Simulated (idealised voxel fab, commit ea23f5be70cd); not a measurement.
process module | voxel gate over fins
cross-section cut | 245 nm wide | cells 5 nm
A cross-section is a grid of square cells, given in bands from the top down. A band is one or more rows of cells.
Each band's line starts with the height of the band's top and of its bottom, in nm. Then come its materials from left to right, each with its width in nm. One material with "throughout" fills the band from edge to edge. "air" is empty space.
Height 0 is the level under which the wafer as received is all one material. The lowest band goes on downwards, as in "0 down".
A width such as "30 to 40" changes by the same amount from each row of cells to the next, from the band's top row to its bottom row.
"no change" after a step means that no cell of the cross-section changed.
closed voids: empty space of 8 cells or more with no open way to the top, each as width x height at its distance from the left edge, in nm
after a step's settings: what the simulator itself notes on the step
overlay nm, on a step with a mask: how far to the right of its planned place the mask lay; to the left if negative
plan
1 op RECEIVE | material Si
2 op CONFORMAL_DEP | material SiN | thk nm 10
3 op PATTERN | tone cover | mask id FINS | material resist | width nm 15 | pitch nm 50 | thk nm 15 | overlay nm -15
4 op DIRECTIONAL_ETCH | etch materials SiN | depth nm 10
5 op DIRECTIONAL_ETCH | etch materials Si | depth nm 40
6 op STRIP | etch materials resist
7 op FILL_DEP | material SiO2 | thk nm 10
8 op CMP | height nm 10
9 op PATTERN | tone open | mask id RAIL | material resist | width nm 15 | thk nm 15 | overlay nm 0
10 op DIRECTIONAL_ETCH | etch materials SiO2 | depth nm 45
11 op STRIP | etch materials resist
12 op CONFORMAL_DEP | material TiN | thk nm 5
13 op FILL_DEP | material W | thk nm 10
14 op CMP | height nm 10
15 op SELECTIVE_ETCH | etch materials W Ru TiN | depth nm 30
16 op FILL_DEP | material SiO2 | thk nm 5
17 op CMP | height nm 10
18 op SELECTIVE_ETCH | etch materials SiO2 | depth nm 20
19 op STRIP | etch materials SiN
20 op CONFORMAL_DEP | material HfO2 | thk nm 5
21 op CONFORMAL_DEP | material TiN | thk nm 5
22 op CONFORMAL_DEP | material TiAl | thk nm 5
23 op CONFORMAL_DEP | material TiN | thk nm 5
24 op FILL_DEP | material W | thk nm 10
25 op CMP | height nm 25
26 op CONFORMAL_DEP | material SiN | thk nm 10
varied across the wafers: overlay nm of step 3. The plan shows the first wafer's value. All wafers start alike
first wafer as received, after step 1
  0 down: Si throughout
  closed voids: none
each wafer at the end: cells of each material gained (+) or lost (-) since it was received, then its closed voids
overlay nm -15 | +61 HfO2 | -320 Si | +98 SiN | +234 SiO2 | +61 TiAl | +124 TiN | +85 W | closed voids: none
overlay nm -10 | +61 HfO2 | -320 Si | +98 SiN | +231 SiO2 | +61 TiAl | +125 TiN | +87 W | closed voids: none
overlay nm -5 | +61 HfO2 | -320 Si | +98 SiN | +231 SiO2 | +61 TiAl | +125 TiN | +87 W | closed voids: none
overlay nm 0 | +61 HfO2 | -320 Si | +98 SiN | +231 SiO2 | +61 TiAl | +125 TiN | +87 W | closed voids: none
overlay nm 5 | +61 HfO2 | -320 Si | +98 SiN | +231 SiO2 | +61 TiAl | +125 TiN | +87 W | closed voids: none
overlay nm 10 | +61 HfO2 | -320 Si | +98 SiN | +231 SiO2 | +61 TiAl | +125 TiN | +87 W | closed voids: none
overlay nm 15 | +61 HfO2 | -320 Si | +98 SiN | +234 SiO2 | +61 TiAl | +124 TiN | +85 W | closed voids: none
